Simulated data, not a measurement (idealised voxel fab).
You're looking at the process module voxel fin reveal.
Section shown: cut. Width: 210 nm. Cell size: 5 nm, square.
If you're reading a cross-section in this doc, picture square cells in a grid; it comes to you as bands, top ones listed first down to the bottom, and a band can be one or more rows of cells.
It is stipulated that each band's entry specify, in nanometres, the height of the top of the band and then that of its bottom, followed by the materials of the band in left-to-right sequence, each together with its width in nanometres. A single material marked by the word "all across" is understood to fill the band from edge to edge; the word "air" is understood to denote empty space.
Heights are expressed relative to 0, this being the level below which the as-received wafer comprises one material exclusively. The lowest band is unbounded in the downward direction and is denoted as in "0 and below".
With a width like "30 to 40", each row of cells in the band differs from the next by the same amount, the top row carrying the first number and the bottom row the second.
When a step is marked "no alterations made", none of the cells in the cross-section changed during that step.
The entry "Voids, enclosed" lists the empty spaces that cover at least 8 cells and have no open path to the top. Each is written as width x height at distance, where the distance is measured from the left edge and all three values are in nm.
The remark found on a step's line after its settings is issued by the simulator itself and pertains to that step.
If you see "overlay nm" on a step's line and that step has a mask, it's telling you how far right of where it was planned the mask ended up; a negative number means it went left instead.

[Process steps foreseen in the plan]
step 1: RECEIVE [material Si]
step 2: CONFORMAL_DEP [material SiN] [thk nm 10]
step 3: DIRECTIONAL_DEP [material aC] [thk nm 15]
step 4: PATTERN [tone cover] [mask id FINS] [material resist] [width nm 15] [pitch nm 40] [thk nm 30] [overlay nm 0]
step 5: DIRECTIONAL_ETCH [etch materials aC] [depth nm 15]
step 6: STRIP [etch materials resist]
step 7: DIRECTIONAL_ETCH [etch materials SiN] [depth nm 10]
step 8: DIRECTIONAL_ETCH [etch materials Si] [depth nm 30]
step 9: STRIP [etch materials aC]
step 10: FILL_DEP [material SiO2] [thk nm 15]
step 11: CMP [height nm 10]
step 12: SELECTIVE_ETCH [etch materials SiO2] [depth nm 30]
step 13: STRIP [etch materials SiN]
step 14: CONFORMAL_DEP [material HfO2] [thk nm 5]

[The first of two wafers, run as planned]

[Cross-section of the wafer as it came to us, i.e., already through step 1]
* 0 and below | Si all across
* Voids, enclosed: none

[Take a look at the wafer's cross-section after step 2]
* 10 down to 0 | SiN all across
* For the remainder of the cross-section, below 0, there is no change.

[Take a look at the wafer's cross-section after step 3]
* 25 down to 10 | aC all across
* For the remainder of the cross-section, below 10, there is no change.

[Take a look at the wafer's cross-section after step 4]
* 55 down to 25 | 75 air, 15 resist, 25 air, 15 resist, 80 air
* For the remainder of the cross-section, below 25, there is no change.

[Take a look at the wafer's cross-section after step 5]
* 40 down to 25 | 75 air, 15 resist, 25 air, 15 resist, 80 air
* 25 down to 10 | 75 air, 15 aC, 25 air, 15 aC, 80 air
* For the remainder of the cross-section, below 10, there is no change.

[Take a look at the wafer's cross-section after step 6]
* 25 down to 10 | 75 air, 15 aC, 25 air, 15 aC, 80 air
* For the remainder of the cross-section, below 10, there is no change.

[Take a look at the wafer's cross-section after step 7]
* 25 down to 10 | 75 air, 15 aC, 25 air, 15 aC, 80 air
* 10 down to 0 | 75 air, 15 SiN, 25 air, 15 SiN, 80 air
* For the remainder of the cross-section, below 0, there is no change.

[Take a look at the wafer's cross-section after step 8]
* 25 down to 10 | 75 air, 15 aC, 25 air, 15 aC, 80 air
* 10 down to 0 | 75 air, 15 SiN, 25 air, 15 SiN, 80 air
* 0 down to -30 | 75 air, 15 Si, 25 air, 15 Si, 80 air
* For the remainder of the cross-section, below -30, there is no change.

[Take a look at the wafer's cross-section after step 9]
* 10 down to 0 | 75 air, 15 SiN, 25 air, 15 SiN, 80 air
* For the remainder of the cross-section, below 0, there is no change.

[Take a look at the wafer's cross-section after step 10]
* 25 down to 10 | SiO2 all across
* 10 down to 0 | 75 SiO2, 15 SiN, 25 SiO2, 15 SiN, 80 SiO2
* 0 down to -30 | 75 SiO2, 15 Si, 25 SiO2, 15 Si, 80 SiO2
* For the remainder of the cross-section, below -30, there is no change.

[Take a look at the wafer's cross-section after step 11]
* 10 down to 0 | 75 SiO2, 15 SiN, 25 SiO2, 15 SiN, 80 SiO2
* For the remainder of the cross-section, below 0, there is no change.

[Take a look at the wafer's cross-section after step 12]
* 10 down to 0 | 75 air, 15 SiN, 25 air, 15 SiN, 80 air
* 0 down to -20 | 75 air, 15 Si, 25 air, 15 Si, 80 air
* For the remainder of the cross-section, below -20, there is no change.

[Take a look at the wafer's cross-section after step 13]
* 0 down to -20 | 75 air, 15 Si, 25 air, 15 Si, 80 air
* For the remainder of the cross-section, below -20, there is no change.

[Take a look at the wafer's cross-section after step 14]
* 5 down to 0 | 70 air, 25 HfO2, 15 air, 25 HfO2, 75 air
* 0 down to -15 | 70 air, 5 HfO2, 15 Si, 5 HfO2, 15 air, 5 HfO2, 15 Si, 5 HfO2, 75 air
* -15 down to -20 | 75 HfO2, 15 Si, 25 HfO2, 15 Si, 80 HfO2
* For the remainder of the cross-section, below -20, there is no change.

[The second wafer was prepared from the same starting point and under the same plan as the first; its processing contained one mistake, and it remains indistinguishable from the first wafer up to and including step 3]

[Here is the second wafer in cross-section at the point where step 4 of the plan should have been done]
* 55 down to 25 | 75 air, 20 resist, 20 air, 20 resist, 75 air
* For the remainder of the cross-section, below 25, there is no change.

[Here is the second wafer in cross-section at the point where step 5 of the plan should have been done]
* 40 down to 25 | 75 air, 20 resist, 20 air, 20 resist, 75 air
* 25 down to 10 | 75 air, 20 aC, 20 air, 20 aC, 75 air
* For the remainder of the cross-section, below 10, there is no change.

[Here is the second wafer in cross-section at the point where step 6 of the plan should have been done]
* 25 down to 10 | 75 air, 20 aC, 20 air, 20 aC, 75 air
* For the remainder of the cross-section, below 10, there is no change.

[Here is the second wafer in cross-section at the point where step 7 of the plan should have been done]
* 25 down to 10 | 75 air, 20 aC, 20 air, 20 aC, 75 air
* 10 down to 0 | 75 air, 20 SiN, 20 air, 20 SiN, 75 air
* For the remainder of the cross-section, below 0, there is no change.

[Here is the second wafer in cross-section at the point where step 8 of the plan should have been done]
* 25 down to 10 | 75 air, 20 aC, 20 air, 20 aC, 75 air
* 10 down to 0 | 75 air, 20 SiN, 20 air, 20 SiN, 75 air
* 0 down to -30 | 75 air, 20 Si, 20 air, 20 Si, 75 air
* For the remainder of the cross-section, below -30, there is no change.

[Here is the second wafer in cross-section at the point where step 9 of the plan should have been done]
* 10 down to 0 | 75 air, 20 SiN, 20 air, 20 SiN, 75 air
* For the remainder of the cross-section, below 0, there is no change.

[Here is the second wafer in cross-section at the point where step 10 of the plan should have been done]
* 25 down to 10 | SiO2 all across
* 10 down to 0 | 75 SiO2, 20 SiN, 20 SiO2, 20 SiN, 75 SiO2
* 0 down to -30 | 75 SiO2, 20 Si, 20 SiO2, 20 Si, 75 SiO2
* For the remainder of the cross-section, below -30, there is no change.

[Here is the second wafer in cross-section at the point where step 11 of the plan should have been done]
* 10 down to 0 | 75 SiO2, 20 SiN, 20 SiO2, 20 SiN, 75 SiO2
* For the remainder of the cross-section, below 0, there is no change.

[Here is the second wafer in cross-section at the point where step 12 of the plan should have been done]
* 10 down to 0 | 75 air, 20 SiN, 20 air, 20 SiN, 75 air
* 0 down to -20 | 75 air, 20 Si, 20 air, 20 Si, 75 air
* For the remainder of the cross-section, below -20, there is no change.

[Here is the second wafer in cross-section at the point where step 13 of the plan should have been done]
* 0 down to -20 | 75 air, 20 Si, 20 air, 20 Si, 75 air
* For the remainder of the cross-section, below -20, there is no change.

[Here is the second wafer in cross-section at the point where step 14 of the plan should have been done]
* 5 down to 0 | 70 air, 30 HfO2, 10 air, 30 HfO2, 70 air
* 0 down to -15 | 70 air, 5 HfO2, 20 Si, 5 HfO2, 10 air, 5 HfO2, 20 Si, 5 HfO2, 70 air
* -15 down to -20 | 75 HfO2, 20 Si, 20 HfO2, 20 Si, 75 HfO2
* For the remainder of the cross-section, below -20, there is no change.
What was the processing mistake? it should be noted that step 4 was executed with settings other than those planned, the operation and settings actually applied being PATTERN [tone cover] [mask id FINS] [material resist] [width nm 20] [pitch nm 40] [thk nm 30] [overlay nm 0]
Final comparison by cell count, materials where the second wafer has more or fewer than the first: +12 Si, -4 SiO2
